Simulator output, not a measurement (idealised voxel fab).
Process module heading - voxel wiring stack
FYI the section here is cut, 280 nm wide, cells are 5 nm squares.
Just so we're on the same page, the cross-sections are grids of square cells, and they're listed out in bands top to bottom, each band one or more rows deep.
Quick guide to a band line: top height, bottom height (nm) up front; then every material left to right with its width in nm. Only one material and it's marked "all across"? Then it fills the band edge to edge. And "blank" just means empty space.
Beneath 0, the wafer as received is one material, and that level is where height counting begins. The lowest band goes on downward without a bottom; it is written like "z 0 and below".
With a width like "30..40", each row of cells in the band differs from the next by the same amount, the top row carrying the first number and the bottom row the second.
Where the words "same as before" appear for a step, the cross-section shows no cell changed by that step; every cell remained as before.
In "Entrapped voids" the enclosed voids are listed, meaning empty spaces of 8 cells or larger without any opening to the top. The form is width x height at distance, distance from the left edge, units nm.
Where a step's line continues beyond its settings, the continuation is a remark by the simulator itself on that step.
overlay nm: where the mask lay relative to plan, measured to the right, on steps with a mask; negatives go left.

### Listed below are the process steps as planned
step 1: RECEIVE, material Si
step 2: CONFORMAL_DEP, material SiO2, thk nm 10
step 3: CONFORMAL_DEP, material SiN, thk nm 5
step 4: DIRECTIONAL_DEP, material lowk, thk nm 25
step 5: PATTERN, tone open, mask id METAL_1, material resist, width nm 25, pitch nm 40, thk nm 20, overlay nm 0
step 6: DIRECTIONAL_ETCH, etch materials lowk, depth nm 25
step 7: DIRECTIONAL_ETCH, etch materials SiN, depth nm 5
step 8: STRIP, etch materials resist
step 9: CONFORMAL_DEP, material TiN, thk nm 5
step 10: FILL_DEP, material W, thk nm 5
step 11: CMP, height nm 40
step 12: CONFORMAL_DEP, material SiCN, thk nm 5
step 13: DIRECTIONAL_DEP, material SiO2, thk nm 30
step 14: PATTERN, tone open, mask id METAL_2_HOLES, material resist, width nm 15, pitch nm 40, thk nm 20, overlay nm 0
step 15: DIRECTIONAL_ETCH, etch materials SiO2, depth nm 30
step 16: STRIP, etch materials resist
step 17: DIRECTIONAL_DEP, material aC, thk nm 15
step 18: PATTERN, tone open, mask id METAL_2, material resist, width nm 25, pitch nm 40, thk nm 30, overlay nm 0
step 19: DIRECTIONAL_ETCH, etch materials aC, depth nm 15
step 20: STRIP, etch materials resist
step 21: DIRECTIONAL_ETCH, etch materials SiO2, depth nm 15
step 22: DIRECTIONAL_ETCH, etch materials SiCN, depth nm 5
step 23: STRIP, etch materials aC
step 24: CONFORMAL_DEP, material TiN, thk nm 5
step 25: FILL_DEP, material Cu, thk nm 10
step 26: CMP, height nm 75
step 27: CONFORMAL_DEP, material SiCN, thk nm 5
step 28: DIRECTIONAL_DEP, material lowk, thk nm 25
step 29: PATTERN, tone open, mask id METAL_3_HOLES, material resist, width nm 15, pitch nm 40, thk nm 20, overlay nm 0
step 30: DIRECTIONAL_ETCH, etch materials lowk, depth nm 25
step 31: STRIP, etch materials resist
step 32: DIRECTIONAL_DEP, material aC, thk nm 10
step 33: PATTERN, tone open, mask id METAL_3, material resist, width nm 15, pitch nm 40, thk nm 30, overlay nm 0
step 34: DIRECTIONAL_ETCH, etch materials aC, depth nm 10
step 35: STRIP, etch materials resist
step 36: DIRECTIONAL_ETCH, etch materials lowk, depth nm 15
step 37: DIRECTIONAL_ETCH, etch materials SiCN, depth nm 5
step 38: STRIP, etch materials aC
step 39: CONFORMAL_DEP, material TiN, thk nm 5
step 40: FILL_DEP, material Cu, thk nm 10
step 41: CMP, height nm 105
step 42: CONFORMAL_DEP, material SiCN, thk nm 5
For clarity, it should be stated that the wafers under discussion commence in an identical condition and differ with respect to the width nm of step 33, the plan indicating the value that the first wafer had.

### First of several wafers (as received, post step 1), cross-sectional view
- z 0 and below  Si all across
- Entrapped voids: none

### The following table contains a row per wafer, in which are reported, at the conclusion of the module, the cells of each material gained (+) or lost (-) since the wafer's receipt, with its closed voids given thereafter
width nm 15, +64 Cu, +148 SiCN, +36 SiN, +352 SiO2, +184 TiN, +60 W, +388 lowk, Entrapped voids: none
width nm 20, +72 Cu, +148 SiCN, +36 SiN, +352 SiO2, +188 TiN, +60 W, +376 lowk, Entrapped voids: none
width nm 25, +76 Cu, +144 SiCN, +36 SiN, +352 SiO2, +188 TiN, +60 W, +376 lowk, Entrapped voids: none
